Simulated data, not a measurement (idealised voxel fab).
Presented below is a process module, voxel quadruple lines.
Section shown: cut. Width: 270 nm. Cell size: 5 nm, square.
Think of the cross-section as a grid of square cells. We describe it in bands, top to bottom, and each band covers one or more rows of those cells. What a band's entry tells you: where the top is and where the bottom is, as heights in nm, and after that what lies inside, material by material from left to right, each with its width in nm. Empty space is written as the word "air", and a single material marked with the word "everywhere" occupies the band from edge to edge. Note: height 0 marks the level under which the wafer is uniformly one material as received. Lowest band unbounded below, written "z 0 and below". Quick explanation for "30 to 40": the width changes in equal steps down the rows of cells, from the first number in the band's top row to the second number in its bottom row. It should be understood that the words "no modifications", when stated for a given step, signify that the cross-section underwent no change in any of its cells during that step. So "Closed empty spaces" is basically the list of trapped voids: any empty space of 8 cells or more that can't reach the top through an opening. They're written width x height at distance, the distance being from the left edge, and it's all nm. Anything after a step's settings on that line? It's the simulator's own note about the step. The "overlay nm" setting may appear on a step's line; for a step that uses a mask, it gives how far to the right of its planned position the mask lay, and a negative value indicates the left.
-- The process steps that were planned are listed below
1 RECEIVE with material Si
2 CONFORMAL_DEP with material SiO2, thk nm 5
3 DIRECTIONAL_DEP with material W, thk nm 15
4 DIRECTIONAL_DEP with material polySi, thk nm 15
5 DIRECTIONAL_DEP with material aC, thk nm 25
6 PATTERN with tone cover, mask id MANDREL, material resist, width nm 30, pitch nm 80, thk nm 35, overlay nm 0
7 DIRECTIONAL_ETCH with etch materials aC, depth nm 25
8 STRIP with etch materials resist
9 CONFORMAL_DEP with material SiO2, thk nm 10
10 DIRECTIONAL_ETCH with etch materials SiO2, depth nm 10
11 STRIP with etch materials aC
12 DIRECTIONAL_ETCH with etch materials polySi, depth nm 15
13 STRIP with etch materials SiO2
14 CONFORMAL_DEP with material SiCN, thk nm 10
15 DIRECTIONAL_ETCH with etch materials SiCN, depth nm 10
16 STRIP with etch materials polySi
17 DIRECTIONAL_ETCH with etch materials W, depth nm 15
18 STRIP with etch materials SiCN
-- Of two wafers, the first: run according to plan
-- Step 1 complete: cross-section of the wafer as received
  z 0 and below  Si everywhere
  Closed empty spaces: none
-- The following cross-section depicts the wafer upon completion of step 2
  z 5 to 0  SiO2 everywhere
  Unchanged below 0.
-- The following cross-section depicts the wafer upon completion of step 3
  z 20 to 5  W everywhere
  Unchanged below 5.
-- The following cross-section depicts the wafer upon completion of step 4
  z 35 to 20  polySi everywhere
  Unchanged below 20.
-- The following cross-section depicts the wafer upon completion of step 5
  z 60 to 35  aC everywhere
  Unchanged below 35.
-- The following cross-section depicts the wafer upon completion of step 6
  z 95 to 60  80 nm air, then 30 nm resist, then 50 nm air, then 30 nm resist, then 80 nm air
  Unchanged below 60.
-- The following cross-section depicts the wafer upon completion of step 7
  z 70 to 60  80 nm air, then 30 nm resist, then 50 nm air, then 30 nm resist, then 80 nm air
  z 60 to 35  80 nm air, then 30 nm aC, then 50 nm air, then 30 nm aC, then 80 nm air
  Unchanged below 35.
-- The following cross-section depicts the wafer upon completion of step 8
  z 60 to 35  80 nm air, then 30 nm aC, then 50 nm air, then 30 nm aC, then 80 nm air
  Unchanged below 35.
-- The following cross-section depicts the wafer upon completion of step 9
  z 70 to 60  70 nm air, then 50 nm SiO2, then 30 nm air, then 50 nm SiO2, then 70 nm air
  z 60 to 45  70 nm air, then 10 nm SiO2, then 30 nm aC, then 10 nm SiO2, then 30 nm air, then 10 nm SiO2, then 30 nm aC, then 10 nm SiO2, then 70 nm air
  z 45 to 35  80 nm SiO2, then 30 nm aC, then 50 nm SiO2, then 30 nm aC, then 80 nm SiO2
  Unchanged below 35.
-- The following cross-section depicts the wafer upon completion of step 10
  z 60 to 35  70 nm air, then 10 nm SiO2, then 30 nm aC, then 10 nm SiO2, then 30 nm air, then 10 nm SiO2, then 30 nm aC, then 10 nm SiO2, then 70 nm air
  Unchanged below 35.
-- The following cross-section depicts the wafer upon completion of step 11
  z 60 to 35  70 nm air, then 10 nm SiO2, then 30 nm air, then 10 nm SiO2, then 30 nm air, then 10 nm SiO2, then 30 nm air, then 10 nm SiO2, then 70 nm air
  Unchanged below 35.
-- The following cross-section depicts the wafer upon completion of step 12
  z 60 to 35  70 nm air, then 10 nm SiO2, then 30 nm air, then 10 nm SiO2, then 30 nm air, then 10 nm SiO2, then 30 nm air, then 10 nm SiO2, then 70 nm air
  z 35 to 20  70 nm air, then 10 nm polySi, then 30 nm air, then 10 nm polySi, then 30 nm air, then 10 nm polySi, then 30 nm air, then 10 nm polySi, then 70 nm air
  Unchanged below 20.
-- The following cross-section depicts the wafer upon completion of step 13
  z 35 to 20  70 nm air, then 10 nm polySi, then 30 nm air, then 10 nm polySi, then 30 nm air, then 10 nm polySi, then 30 nm air, then 10 nm polySi, then 70 nm air
  Unchanged below 20.
-- The following cross-section depicts the wafer upon completion of step 14
  z 45 to 35  60 nm air, then 30 nm SiCN, then 10 nm air, then 30 nm SiCN, then 10 nm air, then 30 nm SiCN, then 10 nm air, then 30 nm SiCN, then 60 nm air
  z 35 to 30  60 nm air, then 10 nm SiCN, then 10 nm polySi, then 10 nm SiCN, then 10 nm air, then 10 nm SiCN, then 10 nm polySi, then 10 nm SiCN, then 10 nm air, then 10 nm SiCN, then 10 nm polySi, then 10 nm SiCN, then 10 nm air, then 10 nm SiCN, then 10 nm polySi, then 10 nm SiCN, then 60 nm air
  z 30 to 20  70 nm SiCN, then 10 nm polySi, then 30 nm SiCN, then 10 nm polySi, then 30 nm SiCN, then 10 nm polySi, then 30 nm SiCN, then 10 nm polySi, then 70 nm SiCN
  Unchanged below 20.
-- The following cross-section depicts the wafer upon completion of step 15
  z 35 to 20  60 nm air, then 10 nm SiCN, then 10 nm polySi, then 10 nm SiCN, then 10 nm air, then 10 nm SiCN, then 10 nm polySi, then 10 nm SiCN, then 10 nm air, then 10 nm SiCN, then 10 nm polySi, then 10 nm SiCN, then 10 nm air, then 10 nm SiCN, then 10 nm polySi, then 10 nm SiCN, then 60 nm air
  Unchanged below 20.
-- The following cross-section depicts the wafer upon completion of step 16
  z 35 to 20  60 nm air, then 10 nm SiCN, then 10 nm air, then 10 nm SiCN, then 10 nm air, then 10 nm SiCN, then 10 nm air, then 10 nm SiCN, then 10 nm air, then 10 nm SiCN, then 10 nm air, then 10 nm SiCN, then 10 nm air, then 10 nm SiCN, then 10 nm air, then 10 nm SiCN, then 60 nm air
  Unchanged below 20.
-- The following cross-section depicts the wafer upon completion of step 17
  z 35 to 20  60 nm air, then 10 nm SiCN, then 10 nm air, then 10 nm SiCN, then 10 nm air, then 10 nm SiCN, then 10 nm air, then 10 nm SiCN, then 10 nm air, then 10 nm SiCN, then 10 nm air, then 10 nm SiCN, then 10 nm air, then 10 nm SiCN, then 10 nm air, then 10 nm SiCN, then 60 nm air
  z 20 to 5  60 nm air, then 10 nm W, then 10 nm air, then 10 nm W, then 10 nm air, then 10 nm W, then 10 nm air, then 10 nm W, then 10 nm air, then 10 nm W, then 10 nm air, then 10 nm W, then 10 nm air, then 10 nm W, then 10 nm air, then 10 nm W, then 60 nm air
  Unchanged below 5.
-- The following cross-section depicts the wafer upon completion of step 18
  z 20 to 5  60 nm air, then 10 nm W, then 10 nm air, then 10 nm W, then 10 nm air, then 10 nm W, then 10 nm air, then 10 nm W, then 10 nm air, then 10 nm W, then 10 nm air, then 10 nm W, then 10 nm air, then 10 nm W, then 10 nm air, then 10 nm W, then 60 nm air
  Unchanged below 5.
-- Second wafer, same starting state and plan as the first, one mistake in the run, identical through step 5
-- Second wafer: cross-section at the scheduled end of step 6
  z 95 to 60  75 nm air, then 30 nm resist, then 50 nm air, then 30 nm resist, then 85 nm air
  Unchanged below 60.
-- Second wafer: cross-section at the scheduled end of step 7
  z 70 to 60  75 nm air, then 30 nm resist, then 50 nm air, then 30 nm resist, then 85 nm air
  z 60 to 35  75 nm air, then 30 nm aC, then 50 nm air, then 30 nm aC, then 85 nm air
  Unchanged below 35.
-- Second wafer: cross-section at the scheduled end of step 8
  z 60 to 35  75 nm air, then 30 nm aC, then 50 nm air, then 30 nm aC, then 85 nm air
  Unchanged below 35.
-- Second wafer: cross-section at the scheduled end of step 9
  z 70 to 60  65 nm air, then 50 nm SiO2, then 30 nm air, then 50 nm SiO2, then 75 nm air
  z 60 to 45  65 nm air, then 10 nm SiO2, then 30 nm aC, then 10 nm SiO2, then 30 nm air, then 10 nm SiO2, then 30 nm aC, then 10 nm SiO2, then 75 nm air
  z 45 to 35  75 nm SiO2, then 30 nm aC, then 50 nm SiO2, then 30 nm aC, then 85 nm SiO2
  Unchanged below 35.
-- Second wafer: cross-section at the scheduled end of step 10
  z 60 to 35  65 nm air, then 10 nm SiO2, then 30 nm aC, then 10 nm SiO2, then 30 nm air, then 10 nm SiO2, then 30 nm aC, then 10 nm SiO2, then 75 nm air
  Unchanged below 35.
-- Second wafer: cross-section at the scheduled end of step 11
  z 60 to 35  65 nm air, then 10 nm SiO2, then 30 nm air, then 10 nm SiO2, then 30 nm air, then 10 nm SiO2, then 30 nm air, then 10 nm SiO2, then 75 nm air
  Unchanged below 35.
-- Second wafer: cross-section at the scheduled end of step 12
  z 60 to 35  65 nm air, then 10 nm SiO2, then 30 nm air, then 10 nm SiO2, then 30 nm air, then 10 nm SiO2, then 30 nm air, then 10 nm SiO2, then 75 nm air
  z 35 to 20  65 nm air, then 10 nm polySi, then 30 nm air, then 10 nm polySi, then 30 nm air, then 10 nm polySi, then 30 nm air, then 10 nm polySi, then 75 nm air
  Unchanged below 20.
-- Second wafer: cross-section at the scheduled end of step 13
  z 35 to 20  65 nm air, then 10 nm polySi, then 30 nm air, then 10 nm polySi, then 30 nm air, then 10 nm polySi, then 30 nm air, then 10 nm polySi, then 75 nm air
  Unchanged below 20.
-- Second wafer: cross-section at the scheduled end of step 14
  z 45 to 35  55 nm air, then 30 nm SiCN, then 10 nm air, then 30 nm SiCN, then 10 nm air, then 30 nm SiCN, then 10 nm air, then 30 nm SiCN, then 65 nm air
  z 35 to 30  55 nm air, then 10 nm SiCN, then 10 nm polySi, then 10 nm SiCN, then 10 nm air, then 10 nm SiCN, then 10 nm polySi, then 10 nm SiCN, then 10 nm air, then 10 nm SiCN, then 10 nm polySi, then 10 nm SiCN, then 10 nm air, then 10 nm SiCN, then 10 nm polySi, then 10 nm SiCN, then 65 nm air
  z 30 to 20  65 nm SiCN, then 10 nm polySi, then 30 nm SiCN, then 10 nm polySi, then 30 nm SiCN, then 10 nm polySi, then 30 nm SiCN, then 10 nm polySi, then 75 nm SiCN
  Unchanged below 20.
-- Second wafer: cross-section at the scheduled end of step 15
  z 35 to 20  55 nm air, then 10 nm SiCN, then 10 nm polySi, then 10 nm SiCN, then 10 nm air, then 10 nm SiCN, then 10 nm polySi, then 10 nm SiCN, then 10 nm air, then 10 nm SiCN, then 10 nm polySi, then 10 nm SiCN, then 10 nm air, then 10 nm SiCN, then 10 nm polySi, then 10 nm SiCN, then 65 nm air
  Unchanged below 20.
-- Second wafer: cross-section at the scheduled end of step 16
  z 35 to 20  55 nm air, then 10 nm SiCN, then 10 nm air, then 10 nm SiCN, then 10 nm air, then 10 nm SiCN, then 10 nm air, then 10 nm SiCN, then 10 nm air, then 10 nm SiCN, then 10 nm air, then 10 nm SiCN, then 10 nm air, then 10 nm SiCN, then 10 nm air, then 10 nm SiCN, then 65 nm air
  Unchanged below 20.
-- Second wafer: cross-section at the scheduled end of step 17
  z 35 to 20  55 nm air, then 10 nm SiCN, then 10 nm air, then 10 nm SiCN, then 10 nm air, then 10 nm SiCN, then 10 nm air, then 10 nm SiCN, then 10 nm air, then 10 nm SiCN, then 10 nm air, then 10 nm SiCN, then 10 nm air, then 10 nm SiCN, then 10 nm air, then 10 nm SiCN, then 65 nm air
  z 20 to 5  55 nm air, then 10 nm W, then 10 nm air, then 10 nm W, then 10 nm air, then 10 nm W, then 10 nm air, then 10 nm W, then 10 nm air, then 10 nm W, then 10 nm air, then 10 nm W, then 10 nm air, then 10 nm W, then 10 nm air, then 10 nm W, then 65 nm air
  Unchanged below 5.
-- Second wafer: cross-section at the scheduled end of step 18
  z 20 to 5  55 nm air, then 10 nm W, then 10 nm air, then 10 nm W, then 10 nm air, then 10 nm W, then 10 nm air, then 10 nm W, then 10 nm air, then 10 nm W, then 10 nm air, then 10 nm W, then 10 nm air, then 10 nm W, then 10 nm air, then 10 nm W, then 65 nm air
  Unchanged below 5.
Where did the run depart from the plan? for step 6, the planned setting was not used; the step was instead run as PATTERN with tone cover, mask id MANDREL, material resist, width nm 30, pitch nm 80, thk nm 35, overlay nm -5
Cell counts per material: same on both final wafers. Positions: different.
